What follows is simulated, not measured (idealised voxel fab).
process module | voxel transistor to metal
cross-section cut | 160 nm wide | cells 5 nm
A cross-section is a grid of square cells, given in bands from the top down. A band is one or more rows of cells.
Each band's line starts with the height of the band's top and of its bottom, in nm. Then come its materials from left to right, each with its width in nm. One material with "throughout" fills the band from edge to edge. "air" is empty space.
Height 0 is the level under which the wafer as received is all one material. The lowest band goes on downwards, as in "0 down".
A width such as "30 to 40" changes by the same amount from each row of cells to the next, from the band's top row to its bottom row.
"no change" after a step means that no cell of the cross-section changed.
closed voids: empty space of 8 cells or more with no open way to the top, each as width x height at its distance from the left edge, in nm
after a step's settings: what the simulator itself notes on the step
overlay nm, on a step with a mask: how far to the right of its planned place the mask lay; to the left if negative
Each pair below shows a cross-section before one step and the cross-section after it, down to the lowest band that changed. The line under each pair gives the step between them, with its settings. The pairs can come from different runs of this module on the same starting wafer, so a pair continues from the pair above only where its "before" says so.
before
  75 to 70: SiCN throughout
  70 to 55: lowk 35 | TiN 5 | Cu 10 | TiN 5 | lowk 50 | TiN 5 | Cu 10 | TiN 5 | lowk 35
  55 to 50: SiCN 35 | TiN 20 | SiCN 50 | TiN 20 | SiCN 35
  50 to 40: SiO2 35 | TiN 5 | W 10 | TiN 5 | SiO2 50 | TiN 5 | W 10 | TiN 5 | SiO2 35
  40 to 25: SiO2 35 | TiN 5 | W 10 | TiN 5 | SiO2 15 | SiCN 20 | SiO2 15 | TiN 5 | W 10 | TiN 5 | SiO2 35
  25 to 10: SiO2 35 | TiN 5 | W 10 | TiN 5 | SiO2 15 | polySi 20 | SiO2 15 | TiN 5 | W 10 | TiN 5 | SiO2 35
  10 to 5: SiO2 35 | TiN 20 | SiO2 15 | polySi 20 | SiO2 15 | TiN 20 | SiO2 35
  5 to -5: SiO2 50 | SiGe 15 | SiO2 5 | polySi 20 | SiO2 5 | SiGe 15 | SiO2 50
  -5 to -10: SiO2 25 | SiGe 40 | SiO2 30 | SiGe 40 | SiO2 25
  -10 to -20: SiO2 25 | SiGe 40 | Si 30 | SiGe 40 | SiO2 25
  -20 to -40: SiO2 25 | Si 110 | SiO2 25
  -40 down: Si throughout
  closed voids: none
after
  105 to 75: SiO2 throughout
  below 75: unchanged
  closed voids: none
the step between: op DIRECTIONAL_DEP | material SiO2 | thk nm 30
before: the cross-section after the pair above
after
  105 to 85: SiO2 35 | air 20 | SiO2 50 | air 20 | SiO2 35
  below 85: unchanged
  closed voids: none
the step between: op MASKED_ETCH | tone open | mask id METAL_2 | width nm 20 | pitch nm 70 | etch materials SiO2 | depth nm 20 | overlay nm 0
before: the cross-section after the pair above
after
  120 to 105: resist 35 | air 15 | resist 55 | air 15 | resist 40
  105 to 85: SiO2 35 | air 15 | resist 5 | SiO2 50 | air 15 | resist 5 | SiO2 35
  below 85: unchanged
  closed voids: none
the step between: op PATTERN | tone open | mask id METAL_2_HOLES | material resist | width nm 15 | pitch nm 70 | thk nm 15 | overlay nm 0
before: the cross-section after the pair above
after
  120 to 105: resist 35 | air 15 | resist 55 | air 15 | resist 40
  105 to 85: SiO2 35 | air 15 | resist 5 | SiO2 50 | air 15 | resist 5 | SiO2 35
  85 to 75: SiO2 35 | air 15 | SiO2 55 | air 15 | SiO2 40
  below 75: unchanged
  closed voids: none
the step between: op DIRECTIONAL_ETCH | etch materials SiO2 | depth nm 10
before: the cross-section after the pair above
after
  120 to 105: resist 35 | air 15 | resist 55 | air 15 | resist 40
  105 to 85: SiO2 35 | air 15 | resist 5 | SiO2 50 | air 15 | resist 5 | SiO2 35
  85 to 75: SiO2 35 | air 15 | SiO2 55 | air 15 | SiO2 40
  75 to 70: SiCN 35 | air 15 | SiCN 55 | air 15 | SiCN 40
  below 70: unchanged
  closed voids: none
the step between: op DIRECTIONAL_ETCH | etch materials SiCN | depth nm 5
before: the cross-section after the pair above
after
  105 to 85: SiO2 35 | air 20 | SiO2 50 | air 20 | SiO2 35
  below 85: unchanged
  closed voids: none
the step between: op STRIP | etch materials resist
before: the cross-section after the pair above
after
  110 to 105: TiN 40 | air 10 | TiN 60 | air 10 | TiN 40
  105 to 90: SiO2 35 | TiN 5 | air 10 | TiN 5 | SiO2 50 | TiN 5 | air 10 | TiN 5 | SiO2 35
  90 to 85: SiO2 35 | TiN 5 | air 5 | TiN 10 | SiO2 50 | TiN 5 | air 5 | TiN 10 | SiO2 35
  85 to 75: SiO2 35 | TiN 5 | air 5 | TiN 5 | SiO2 55 | TiN 5 | air 5 | TiN 5 | SiO2 40
  75 to 70: SiCN 35 | TiN 15 | SiCN 55 | TiN 15 | SiCN 40
  below 70: unchanged
  closed voids: none
the step between: op CONFORMAL_DEP | material TiN | thk nm 5
before: the cross-section after the pair above
after
  115 to 110: Cu throughout
  110 to 105: TiN 40 | Cu 10 | TiN 60 | Cu 10 | TiN 40
  105 to 90: SiO2 35 | TiN 5 | Cu 10 | TiN 5 | SiO2 50 | TiN 5 | Cu 10 | TiN 5 | SiO2 35
  90 to 85: SiO2 35 | TiN 5 | Cu 5 | TiN 10 | SiO2 50 | TiN 5 | Cu 5 | TiN 10 | SiO2 35
  85 to 75: SiO2 35 | TiN 5 | Cu 5 | TiN 5 | SiO2 55 | TiN 5 | Cu 5 | TiN 5 | SiO2 40
  below 75: unchanged
  closed voids: none
the step between: op FILL_DEP | material Cu | thk nm 5
before: the cross-section after the pair above
after
  105 to 90: SiO2 35 | TiN 5 | Cu 10 | TiN 5 | SiO2 50 | TiN 5 | Cu 10 | TiN 5 | SiO2 35
  below 90: unchanged
  closed voids: none
the step between: op CMP | height nm 105
before: the cross-section after the pair above
after
  110 to 105: SiN throughout
  below 105: unchanged
  closed voids: none
the step between: op CONFORMAL_DEP | material SiN | thk nm 5
before
  45 to 40: SiCN 20 | air 120 | SiCN 20
  40 to 30: SiCN throughout
  30 to 25: polySi 20 | SiCN 120 | polySi 20
  25 to 0: polySi throughout
  0 to -5: SiO2 20 | polySi 120 | SiO2 20
  -5 to -10: SiO2 throughout
  -10 to -40: SiO2 25 | Si 110 | SiO2 25
  -40 down: Si throughout
  closed voids: none
after
  60 to 55: SiCN 20 | air 120 | SiCN 20
  55 to 30: SiCN throughout
  below 30: unchanged
  closed voids: none
the step between: op DIRECTIONAL_DEP | material SiCN | thk nm 15
before: the cross-section after the pair above
after
  75 to 70: aC 20 | air 120 | aC 20
  70 to 60: aC throughout
  60 to 55: SiCN 20 | aC 120 | SiCN 20
  below 55: unchanged
  closed voids: none
the step between: op DIRECTIONAL_DEP | material aC | thk nm 15
before: the cross-section after the pair above
after
  105 to 75: air 70 | resist 20 | air 70
  75 to 70: aC 20 | air 50 | resist 20 | air 50 | aC 20
  below 70: unchanged
  closed voids: none
the step between: op PATTERN | tone cover | mask id GATE | material resist | width nm 20 | thk nm 30 | overlay nm 0
before: the cross-section after the pair above
after
  90 to 70: air 70 | resist 20 | air 70
  70 to 60: air 70 | aC 20 | air 70
  60 to 55: SiCN 20 | air 50 | aC 20 | air 50 | SiCN 20
  below 55: unchanged
  closed voids: none
the step between: op DIRECTIONAL_ETCH | etch materials aC | depth nm 15
before: the cross-section after the pair above
after
  70 to 60: air 70 | aC 20 | air 70
  below 60: unchanged
  closed voids: none
the step between: op STRIP | etch materials resist
before: the cross-section after the pair above
after
  70 to 55: air 70 | aC 20 | air 70
  55 to 35: air 70 | SiCN 20 | air 70
  35 to 30: SiCN 20 | air 50 | SiCN 20 | air 50 | SiCN 20
  below 30: unchanged
  closed voids: none
the step between: op DIRECTIONAL_ETCH | etch materials SiCN | depth nm 25
before: the cross-section after the pair above
after
  55 to 35: air 70 | SiCN 20 | air 70
  below 35: unchanged
  closed voids: none
the step between: op STRIP | etch materials aC
before: the cross-section after the pair above
after
  60 to 55: air 65 | SiO2 30 | air 65
  55 to 40: air 65 | SiO2 5 | SiCN 20 | SiO2 5 | air 65
  40 to 35: SiO2 25 | air 40 | SiO2 5 | SiCN 20 | SiO2 5 | air 40 | SiO2 25
  35 to 30: SiCN 20 | SiO2 50 | SiCN 20 | SiO2 50 | SiCN 20
  below 30: unchanged
  closed voids: none
the step between: op CONFORMAL_DEP | material SiO2 | thk nm 5
before: the cross-section after the pair above
after
  55 to 35: air 65 | SiO2 5 | SiCN 20 | SiO2 5 | air 65
  35 to 30: SiCN 20 | SiO2 5 | air 40 | SiO2 5 | SiCN 20 | SiO2 5 | air 40 | SiO2 5 | SiCN 20
  below 30: unchanged
  closed voids: none
the step between: op DIRECTIONAL_ETCH | etch materials SiO2 | depth nm 5
before: the cross-section after the pair above
after
  60 to 55: air 60 | SiN 40 | air 60
  55 to 40: air 60 | SiN 5 | SiO2 5 | SiCN 20 | SiO2 5 | SiN 5 | air 60
  40 to 35: SiN 30 | air 30 | SiN 5 | SiO2 5 | SiCN 20 | SiO2 5 | SiN 5 | air 30 | SiN 30
  35 to 30: SiCN 20 | SiO2 5 | SiN 40 | SiO2 5 | SiCN 20 | SiO2 5 | SiN 40 | SiO2 5 | SiCN 20
  below 30: unchanged
  closed voids: none
the step between: op CONFORMAL_DEP | material SiN | thk nm 5
before: the cross-section after the pair above
after
  55 to 35: air 60 | SiN 5 | SiO2 5 | SiCN 20 | SiO2 5 | SiN 5 | air 60
  35 to 30: SiCN 20 | SiO2 5 | SiN 5 | air 30 | SiN 5 | SiO2 5 | SiCN 20 | SiO2 5 | SiN 5 | air 30 | SiN 5 | SiO2 5 | SiCN 20
  below 30: unchanged
  closed voids: none
the step between: op DIRECTIONAL_ETCH | etch materials SiN | depth nm 5
before: the cross-section after the pair above
after
  55 to 50: air 60 | SiN 5 | air 5 | SiCN 20 | air 5 | SiN 5 | air 60
  50 to 35: air 60 | SiN 5 | SiO2 5 | SiCN 20 | SiO2 5 | SiN 5 | air 60
  35 to 30: SiCN 20 | air 5 | SiN 5 | air 30 | SiN 5 | SiO2 5 | SiCN 20 | SiO2 5 | SiN 5 | air 30 | SiN 5 | air 5 | SiCN 20
  below 30: unchanged
  closed voids: none
the step between: op DIRECTIONAL_ETCH | etch materials SiO2 | depth nm 5
before: the cross-section after the pair above
after
  60 to 55: SiO2 throughout
  55 to 35: SiO2 60 | SiN 5 | SiO2 5 | SiCN 20 | SiO2 5 | SiN 5 | SiO2 60
  35 to 30: SiCN 20 | SiO2 5 | SiN 5 | SiO2 30 | SiN 5 | SiO2 5 | SiCN 20 | SiO2 5 | SiN 5 | SiO2 30 | SiN 5 | SiO2 5 | SiCN 20
  below 30: unchanged
  closed voids: none
the step between: op FILL_DEP | material SiO2 | thk nm 5
before: the cross-section after the pair above
after
  40 to 35: SiO2 60 | SiN 5 | SiO2 5 | SiCN 20 | SiO2 5 | SiN 5 | SiO2 60
  below 35: unchanged
  closed voids: none
the step between: op CMP | height nm 40
before: the cross-section after the pair above
after
  50 to 40: SiO2 throughout
  below 40: unchanged
  closed voids: none
the step between: op DIRECTIONAL_DEP | material SiO2 | thk nm 10
before: the cross-section after the pair above
after
  60 to 50: aC throughout
  below 50: unchanged
  closed voids: none
the step between: op DIRECTIONAL_DEP | material aC | thk nm 10
before: the cross-section after the pair above
after
  90 to 60: resist 35 | air 20 | resist 50 | air 20 | resist 35
  below 60: unchanged
  closed voids: none
the step between: op PATTERN | tone open | mask id CONTACT | material resist | width nm 20 | pitch nm 70 | thk nm 30 | overlay nm 0
before: the cross-section after the pair above
after
  80 to 60: resist 35 | air 20 | resist 50 | air 20 | resist 35
  60 to 50: aC 35 | air 20 | aC 50 | air 20 | aC 35
  below 50: unchanged
  closed voids: none
the step between: op DIRECTIONAL_ETCH | etch materials aC | depth nm 10
before: the cross-section after the pair above
after
  60 to 50: aC 35 | air 20 | aC 50 | air 20 | aC 35
  below 50: unchanged
  closed voids: none
the step between: op STRIP | etch materials resist
before: the cross-section after the pair above
after
  60 to 50: aC 35 | air 20 | aC 50 | air 20 | aC 35
  50 to 40: SiO2 35 | air 20 | SiO2 50 | air 20 | SiO2 35
  40 to 35: SiO2 35 | air 20 | SiO2 5 | SiN 5 | SiO2 5 | SiCN 20 | SiO2 5 | SiN 5 | SiO2 5 | air 20 | SiO2 35
  35 to 30: SiCN 20 | SiO2 5 | SiN 5 | SiO2 5 | air 20 | SiO2 5 | SiN 5 | SiO2 5 | SiCN 20 | SiO2 5 | SiN 5 | SiO2 5 | air 20 | SiO2 5 | SiN 5 | SiO2 5 | SiCN 20
  below 30: unchanged
  closed voids: none
the step between: op DIRECTIONAL_ETCH | etch materials SiO2 | depth nm 45
before: the cross-section after the pair above
after
  50 to 40: SiO2 35 | air 20 | SiO2 50 | air 20 | SiO2 35
  below 40: unchanged
  closed voids: none
the step between: op STRIP | etch materials aC
before: the cross-section after the pair above
after
  55 to 50: TiN 40 | air 10 | TiN 60 | air 10 | TiN 40
  50 to 40: SiO2 35 | TiN 5 | air 10 | TiN 5 | SiO2 50 | TiN 5 | air 10 | TiN 5 | SiO2 35
  40 to 35: SiO2 35 | TiN 5 | air 10 | TiN 5 | SiO2 5 | SiN 5 | SiO2 5 | SiCN 20 | SiO2 5 | SiN 5 | SiO2 5 | TiN 5 | air 10 | TiN 5 | SiO2 35
  35 to 30: SiCN 20 | SiO2 5 | SiN 5 | SiO2 5 | TiN 20 | SiO2 5 | SiN 5 | SiO2 5 | SiCN 20 | SiO2 5 | SiN 5 | SiO2 5 | TiN 20 | SiO2 5 | SiN 5 | SiO2 5 | SiCN 20
  below 30: unchanged
  closed voids: none
the step between: op CONFORMAL_DEP | material TiN | thk nm 5
before: the cross-section after the pair above
after
  65 to 55: W throughout
  55 to 50: TiN 40 | W 10 | TiN 60 | W 10 | TiN 40
  50 to 40: SiO2 35 | TiN 5 | W 10 | TiN 5 | SiO2 50 | TiN 5 | W 10 | TiN 5 | SiO2 35
  40 to 35: SiO2 35 | TiN 5 | W 10 | TiN 5 | SiO2 5 | SiN 5 | SiO2 5 | SiCN 20 | SiO2 5 | SiN 5 | SiO2 5 | TiN 5 | W 10 | TiN 5 | SiO2 35
  below 35: unchanged
  closed voids: none
the step between: op FILL_DEP | material W | thk nm 10
before: the cross-section after the pair above
after
  50 to 40: SiO2 35 | TiN 5 | W 10 | TiN 5 | SiO2 50 | TiN 5 | W 10 | TiN 5 | SiO2 35
  below 40: unchanged
  closed voids: none
the step between: op CMP | height nm 50
before: the cross-section after the pair above
after
  55 to 50: SiCN throughout
  below 50: unchanged
  closed voids: none
the step between: op CONFORMAL_DEP | material SiCN | thk nm 5
before: the cross-section after the pair above
after
  70 to 55: lowk throughout
  below 55: unchanged
  closed voids: none
the step between: op DIRECTIONAL_DEP | material lowk | thk nm 15
before: the cross-section after the pair above
after
  85 to 70: aC throughout
  below 70: unchanged
  closed voids: none
the step between: op DIRECTIONAL_DEP | material aC | thk nm 15
before: the cross-section after the pair above
after
  120 to 85: resist 35 | air 20 | resist 50 | air 20 | resist 35
  below 85: unchanged
  closed voids: none
the step between: op PATTERN | tone open | mask id METAL_1 | material resist | width nm 20 | pitch nm 70 | thk nm 35 | overlay nm 0
before: the cross-section after the pair above
after
  105 to 85: resist 35 | air 20 | resist 50 | air 20 | resist 35
  85 to 70: aC 35 | air 20 | aC 50 | air 20 | aC 35
  below 70: unchanged
  closed voids: none
the step between: op DIRECTIONAL_ETCH | etch materials aC | depth nm 15
before: the cross-section after the pair above
after
  85 to 70: aC 35 | air 20 | aC 50 | air 20 | aC 35
  below 70: unchanged
  closed voids: none
the step between: op STRIP | etch materials resist
before: the cross-section after the pair above
after
  85 to 70: aC 35 | air 20 | aC 50 | air 20 | aC 35
  70 to 55: lowk 35 | air 20 | lowk 50 | air 20 | lowk 35
  below 55: unchanged
  closed voids: none
the step between: op DIRECTIONAL_ETCH | etch materials lowk | depth nm 15
before: the cross-section after the pair above
after
  85 to 70: aC 35 | air 20 | aC 50 | air 20 | aC 35
  70 to 55: lowk 35 | air 20 | lowk 50 | air 20 | lowk 35
  55 to 50: SiCN 35 | air 20 | SiCN 50 | air 20 | SiCN 35
  below 50: unchanged
  closed voids: none
the step between: op DIRECTIONAL_ETCH | etch materials SiCN | depth nm 5
before: the cross-section after the pair above
after
  70 to 55: lowk 35 | air 20 | lowk 50 | air 20 | lowk 35
  below 55: unchanged
  closed voids: none
the step between: op STRIP | etch materials aC
before: the cross-section after the pair above
after
  75 to 70: TiN 40 | air 10 | TiN 60 | air 10 | TiN 40
  70 to 55: lowk 35 | TiN 5 | air 10 | TiN 5 | lowk 50 | TiN 5 | air 10 | TiN 5 | lowk 35
  55 to 50: SiCN 35 | TiN 20 | SiCN 50 | TiN 20 | SiCN 35
  below 50: unchanged
  closed voids: none
the step between: op CONFORMAL_DEP | material TiN | thk nm 5
before: the cross-section after the pair above
after
  80 to 75: Cu throughout
  75 to 70: TiN 40 | Cu 10 | TiN 60 | Cu 10 | TiN 40
  70 to 55: lowk 35 | TiN 5 | Cu 10 | TiN 5 | lowk 50 | TiN 5 | Cu 10 | TiN 5 | lowk 35
  below 55: unchanged
  closed voids: none
the step between: op FILL_DEP | material Cu | thk nm 5
before: the cross-section after the pair above
after
  70 to 55: lowk 35 | TiN 5 | Cu 10 | TiN 5 | lowk 50 | TiN 5 | Cu 10 | TiN 5 | lowk 35
  below 55: unchanged
  closed voids: none
the step between: op CMP | height nm 70
before: the cross-section after the pair above
after
  75 to 70: SiCN throughout
  below 70: unchanged
  closed voids: none
the step between: op CONFORMAL_DEP | material SiCN | thk nm 5
before: the cross-section after the pair above
after
  105 to 75: SiO2 throughout
  below 75: unchanged
  closed voids: none
the step between: op DIRECTIONAL_DEP | material SiO2 | thk nm 30
before: the cross-section after the pair above
after
  105 to 85: SiO2 35 | air 20 | SiO2 50 | air 20 | SiO2 35
  below 85: unchanged
  closed voids: none
the step between: op MASKED_ETCH | tone open | mask id METAL_2 | width nm 20 | pitch nm 70 | etch materials SiO2 | depth nm 20 | overlay nm 0
before: the cross-section after the pair above
after
  120 to 105: resist 35 | air 15 | resist 55 | air 15 | resist 40
  105 to 85: SiO2 35 | air 15 | resist 5 | SiO2 50 | air 15 | resist 5 | SiO2 35
  below 85: unchanged
  closed voids: none
the step between: op PATTERN | tone open | mask id METAL_2_HOLES | material resist | width nm 15 | pitch nm 70 | thk nm 15 | overlay nm 0
before: the cross-section after the pair above
after
  120 to 105: resist 35 | air 15 | resist 55 | air 15 | resist 40
  105 to 85: SiO2 35 | air 15 | resist 5 | SiO2 50 | air 15 | resist 5 | SiO2 35
  85 to 75: SiO2 35 | air 15 | SiO2 55 | air 15 | SiO2 40
  below 75: unchanged
  closed voids: none
the step between: op DIRECTIONAL_ETCH | etch materials SiO2 | depth nm 10
before: the cross-section after the pair above
after
  120 to 105: resist 35 | air 15 | resist 55 | air 15 | resist 40
  105 to 85: SiO2 35 | air 15 | resist 5 | SiO2 50 | air 15 | resist 5 | SiO2 35
  85 to 75: SiO2 35 | air 15 | SiO2 55 | air 15 | SiO2 40
  75 to 70: SiCN 35 | air 15 | SiCN 55 | air 15 | SiCN 40
  below 70: unchanged
  closed voids: none
the step between: op DIRECTIONAL_ETCH | etch materials SiCN | depth nm 5
before: the cross-section after the pair above
after
  105 to 85: SiO2 35 | air 20 | SiO2 50 | air 20 | SiO2 35
  below 85: unchanged
  closed voids: none
the step between: op STRIP | etch materials resist
before: the cross-section after the pair above
after
  110 to 105: TiN 40 | air 10 | TiN 60 | air 10 | TiN 40
  105 to 90: SiO2 35 | TiN 5 | air 10 | TiN 5 | SiO2 50 | TiN 5 | air 10 | TiN 5 | SiO2 35
  90 to 85: SiO2 35 | TiN 5 | air 5 | TiN 10 | SiO2 50 | TiN 5 | air 5 | TiN 10 | SiO2 35
  85 to 75: SiO2 35 | TiN 5 | air 5 | TiN 5 | SiO2 55 | TiN 5 | air 5 | TiN 5 | SiO2 40
  75 to 70: SiCN 35 | TiN 15 | SiCN 55 | TiN 15 | SiCN 40
  below 70: unchanged
  closed voids: none
the step between: op CONFORMAL_DEP | material TiN | thk nm 5
before: the cross-section after the pair above
after
  115 to 110: Cu throughout
  110 to 105: TiN 40 | Cu 10 | TiN 60 | Cu 10 | TiN 40
  105 to 90: SiO2 35 | TiN 5 | Cu 10 | TiN 5 | SiO2 50 | TiN 5 | Cu 10 | TiN 5 | SiO2 35
  90 to 85: SiO2 35 | TiN 5 | Cu 5 | TiN 10 | SiO2 50 | TiN 5 | Cu 5 | TiN 10 | SiO2 35
  85 to 75: SiO2 35 | TiN 5 | Cu 5 | TiN 5 | SiO2 55 | TiN 5 | Cu 5 | TiN 5 | SiO2 40
  below 75: unchanged
  closed voids: none
the step between: op FILL_DEP | material Cu | thk nm 5
before: the cross-section after the pair above
after
  105 to 90: SiO2 35 | TiN 5 | Cu 10 | TiN 5 | SiO2 50 | TiN 5 | Cu 10 | TiN 5 | SiO2 35
  below 90: unchanged
  closed voids: none
the step between: op CMP | height nm 105
before: the cross-section after the pair above
after
  110 to 105: SiN throughout
  below 105: unchanged
  closed voids: none
the step between: op CONFORMAL_DEP | material SiN | thk nm 5
before
  10 to 0: SiO2 25 | SiN 110 | SiO2 25
  0 to -5: SiO2 throughout
  -5 to -40: SiO2 25 | Si 110 | SiO2 25
  -40 down: Si throughout
  closed voids: none
after
  10 to 0: SiO2 25 | air 110 | SiO2 25
  below 0: unchanged
  closed voids: none
the step between: op STRIP | etch materials SiN
before: the cross-section after the pair above
after
  5 to -5: SiO2 20 | air 120 | SiO2 20
  below -5: unchanged
  closed voids: none
the step between: op SELECTIVE_ETCH | etch materials SiO2 | depth nm 5
before: the cross-section after the pair above
after
  0 to -5: SiO2 15 | air 130 | SiO2 15
  -5 to -10: SiO2 15 | air 10 | Si 110 | air 10 | SiO2 15
  below -10: unchanged
  closed voids: none
the step between: op SELECTIVE_ETCH | etch materials SiO2 | depth nm 5
before: the cross-section after the pair above
after
  0 to -5: SiO2 15 | air 130 | SiO2 15
  -5 to -10: SiO2 15 | air 10 | SiO2 110 | air 10 | SiO2 15
  -10 to -15: SiO2 30 | Si 100 | SiO2 30
  below -15: unchanged
  closed voids: none
the step between: op OXIDIZE | depth nm 5
before: the cross-section after the pair above
after
  30 to 25: polySi 15 | air 130 | polySi 15
  25 to 20: polySi 15 | air 10 | polySi 110 | air 10 | polySi 15
  20 to 0: polySi throughout
  0 to -5: SiO2 15 | polySi 130 | SiO2 15
  -5 to -10: SiO2 15 | polySi 10 | SiO2 110 | polySi 10 | SiO2 15
  below -10: unchanged
  closed voids: none
the step between: op DIRECTIONAL_DEP | material polySi | thk nm 30
before: the cross-section after the pair above
after
  45 to 40: SiCN 15 | air 130 | SiCN 15
  40 to 35: SiCN 15 | air 10 | SiCN 110 | air 10 | SiCN 15
  35 to 30: SiCN throughout
  30 to 25: polySi 15 | SiCN 130 | polySi 15
  25 to 20: polySi 15 | SiCN 10 | polySi 110 | SiCN 10 | polySi 15
  below 20: unchanged
  closed voids: none
the step between: op DIRECTIONAL_DEP | material SiCN | thk nm 15
before: the cross-section after the pair above
after
  60 to 55: aC 15 | air 130 | aC 15
  55 to 50: aC 15 | air 10 | aC 110 | air 10 | aC 15
  50 to 45: aC throughout
  45 to 40: SiCN 15 | aC 130 | SiCN 15
  40 to 35: SiCN 15 | aC 10 | SiCN 110 | aC 10 | SiCN 15
  below 35: unchanged
  closed voids: none
the step between: op DIRECTIONAL_DEP | material aC | thk nm 15
before: the cross-section after the pair above
after
  90 to 60: air 70 | resist 20 | air 70
  60 to 55: aC 15 | air 55 | resist 20 | air 55 | aC 15
  below 55: unchanged
  closed voids: none
the step between: op PATTERN | tone cover | mask id GATE | material resist | width nm 20 | thk nm 30 | overlay nm 0
before: the cross-section after the pair above
after
  75 to 55: air 70 | resist 20 | air 70
  55 to 45: air 70 | aC 20 | air 70
  45 to 40: SiCN 15 | air 55 | aC 20 | air 55 | SiCN 15
  40 to 35: SiCN 15 | air 10 | SiCN 110 | air 10 | SiCN 15
  below 35: unchanged
  closed voids: none
the step between: op DIRECTIONAL_ETCH | etch materials aC | depth nm 15
before: the cross-section after the pair above
after
  55 to 45: air 70 | aC 20 | air 70
  below 45: unchanged
  closed voids: none
the step between: op STRIP | etch materials resist
before: the cross-section after the pair above
after
  55 to 40: air 70 | aC 20 | air 70
  40 to 30: air 70 | SiCN 20 | air 70
  30 to 25: polySi 15 | air 55 | SiCN 20 | air 55 | polySi 15
  25 to 20: polySi 15 | air 10 | polySi 110 | air 10 | polySi 15
  below 20: unchanged
  closed voids: none
the step between: op DIRECTIONAL_ETCH | etch materials SiCN | depth nm 25
before: the cross-section after the pair above
after
  55 to 40: air 70 | aC 20 | air 70
  40 to 25: air 70 | SiCN 20 | air 70
  25 to 0: air 70 | polySi 20 | air 70
  0 to -5: SiO2 15 | air 55 | polySi 20 | air 55 | SiO2 15
  -5 to -10: SiO2 15 | air 10 | SiO2 110 | air 10 | SiO2 15
  below -10: unchanged
  closed voids: none
the step between: op DIRECTIONAL_ETCH | etch materials polySi | depth nm 40
before: the cross-section after the pair above
after
  40 to 25: air 70 | SiCN 20 | air 70
  below 25: unchanged
  closed voids: none
the step between: op STRIP | etch materials aC
before: the cross-section after the pair above
after
  45 to 40: air 65 | SiO2 30 | air 65
  40 to 25: air 65 | SiO2 5 | SiCN 20 | SiO2 5 | air 65
  25 to 5: air 65 | SiO2 5 | polySi 20 | SiO2 5 | air 65
  5 to 0: SiO2 20 | air 45 | SiO2 5 | polySi 20 | SiO2 5 | air 45 | SiO2 20
  0 to -5: SiO2 70 | polySi 20 | SiO2 70
  -5 to -10: SiO2 throughout
  below -10: unchanged
  closed voids: none
the step between: op CONFORMAL_DEP | material SiO2 | thk nm 5
before: the cross-section after the pair above
after
  40 to 25: air 65 | SiO2 5 | SiCN 20 | SiO2 5 | air 65
  25 to 0: air 65 | SiO2 5 | polySi 20 | SiO2 5 | air 65
  0 to -5: SiO2 20 | air 45 | SiO2 5 | polySi 20 | SiO2 5 | air 45 | SiO2 20
  below -5: unchanged
  closed voids: none
the step between: op DIRECTIONAL_ETCH | etch materials SiO2 | depth nm 5
before: the cross-section after the pair above
after
  45 to 40: air 60 | SiN 40 | air 60
  40 to 25: air 60 | SiN 5 | SiO2 5 | SiCN 20 | SiO2 5 | SiN 5 | air 60
  25 to 5: air 60 | SiN 5 | SiO2 5 | polySi 20 | SiO2 5 | SiN 5 | air 60
  5 to 0: SiN 25 | air 35 | SiN 5 | SiO2 5 | polySi 20 | SiO2 5 | SiN 5 | air 35 | SiN 25
  0 to -5: SiO2 20 | SiN 45 | SiO2 5 | polySi 20 | SiO2 5 | SiN 45 | SiO2 20
  below -5: unchanged
  closed voids: none
the step between: op CONFORMAL_DEP | material SiN | thk nm 5
before: the cross-section after the pair above
after
  40 to 25: air 60 | SiN 5 | SiO2 5 | SiCN 20 | SiO2 5 | SiN 5 | air 60
  25 to 0: air 60 | SiN 5 | SiO2 5 | polySi 20 | SiO2 5 | SiN 5 | air 60
  0 to -5: SiO2 20 | SiN 5 | air 35 | SiN 5 | SiO2 5 | polySi 20 | SiO2 5 | SiN 5 | air 35 | SiN 5 | SiO2 20
  below -5: unchanged
  closed voids: none
the step between: op DIRECTIONAL_ETCH | etch materials SiN | depth nm 5
before: the cross-section after the pair above
after
  40 to 35: air 60 | SiN 5 | air 5 | SiCN 20 | air 5 | SiN 5 | air 60
  35 to 25: air 60 | SiN 5 | SiO2 5 | SiCN 20 | SiO2 5 | SiN 5 | air 60
  25 to 0: air 60 | SiN 5 | SiO2 5 | polySi 20 | SiO2 5 | SiN 5 | air 60
  0 to -5: air 20 | SiN 5 | air 35 | SiN 5 | SiO2 5 | polySi 20 | SiO2 5 | SiN 5 | air 35 | SiN 5 | air 20
  -5 to -10: SiO2 25 | air 35 | SiO2 40 | air 35 | SiO2 25
  below -10: unchanged
  closed voids: none
the step between: op DIRECTIONAL_ETCH | etch materials SiO2 | depth nm 5
before: the cross-section after the pair above
after
  40 to 35: air 60 | SiN 5 | air 5 | SiCN 20 | air 5 | SiN 5 | air 60
  35 to 25: air 60 | SiN 5 | SiO2 5 | SiCN 20 | SiO2 5 | SiN 5 | air 60
  25 to 0: air 60 | SiN 5 | SiO2 5 | polySi 20 | SiO2 5 | SiN 5 | air 60
  0 to -5: air 20 | SiN 5 | air 35 | SiN 5 | SiO2 5 | polySi 20 | SiO2 5 | SiN 5 | air 35 | SiN 5 | air 20
  -5 to -10: SiO2 25 | air 35 | SiO2 40 | air 35 | SiO2 25
  -10 to -15: SiO2 30 | air 30 | Si 40 | air 30 | SiO2 30
  -15 to -20: SiO2 25 | Si 5 | air 30 | Si 40 | air 30 | Si 5 | SiO2 25
  below -20: unchanged
  closed voids: none
the step between: op DIRECTIONAL_ETCH | etch materials Si | depth nm 10
before: the cross-section after the pair above
after
  40 to 35: air 60 | SiN 5 | air 5 | SiCN 20 | air 5 | SiN 5 | air 60
  35 to 25: air 60 | SiN 5 | SiO2 5 | SiCN 20 | SiO2 5 | SiN 5 | air 60
  25 to 5: air 60 | SiN 5 | SiO2 5 | polySi 20 | SiO2 5 | SiN 5 | air 60
  5 to 0: air 45 | SiGe 15 | SiN 5 | SiO2 5 | polySi 20 | SiO2 5 | SiN 5 | SiGe 15 | air 45
  0 to -5: air 20 | SiN 5 | SiGe 35 | SiN 5 | SiO2 5 | polySi 20 | SiO2 5 | SiN 5 | SiGe 35 | SiN 5 | air 20
  -5 to -10: SiO2 25 | SiGe 35 | SiO2 40 | SiGe 35 | SiO2 25
  -10 to -15: SiO2 30 | SiGe 30 | Si 40 | SiGe 30 | SiO2 30
  -15 to -20: SiO2 25 | Si 5 | SiGe 30 | Si 40 | SiGe 30 | Si 5 | SiO2 25
  below -20: unchanged
  closed voids: none
the step between: op EPI | material SiGe | thk nm 15
before: the cross-section after the pair above
after
  45 to 40: SiO2 throughout
  40 to 25: SiO2 60 | SiN 5 | SiO2 5 | SiCN 20 | SiO2 5 | SiN 5 | SiO2 60
  25 to 5: SiO2 60 | SiN 5 | SiO2 5 | polySi 20 | SiO2 5 | SiN 5 | SiO2 60
  5 to 0: SiO2 45 | SiGe 15 | SiN 5 | SiO2 5 | polySi 20 | SiO2 5 | SiN 5 | SiGe 15 | SiO2 45
  0 to -5: SiO2 20 | SiN 5 | SiGe 35 | SiN 5 | SiO2 5 | polySi 20 | SiO2 5 | SiN 5 | SiGe 35 | SiN 5 | SiO2 20
  below -5: unchanged
  closed voids: none
the step between: op FILL_DEP | material SiO2 | thk nm 5
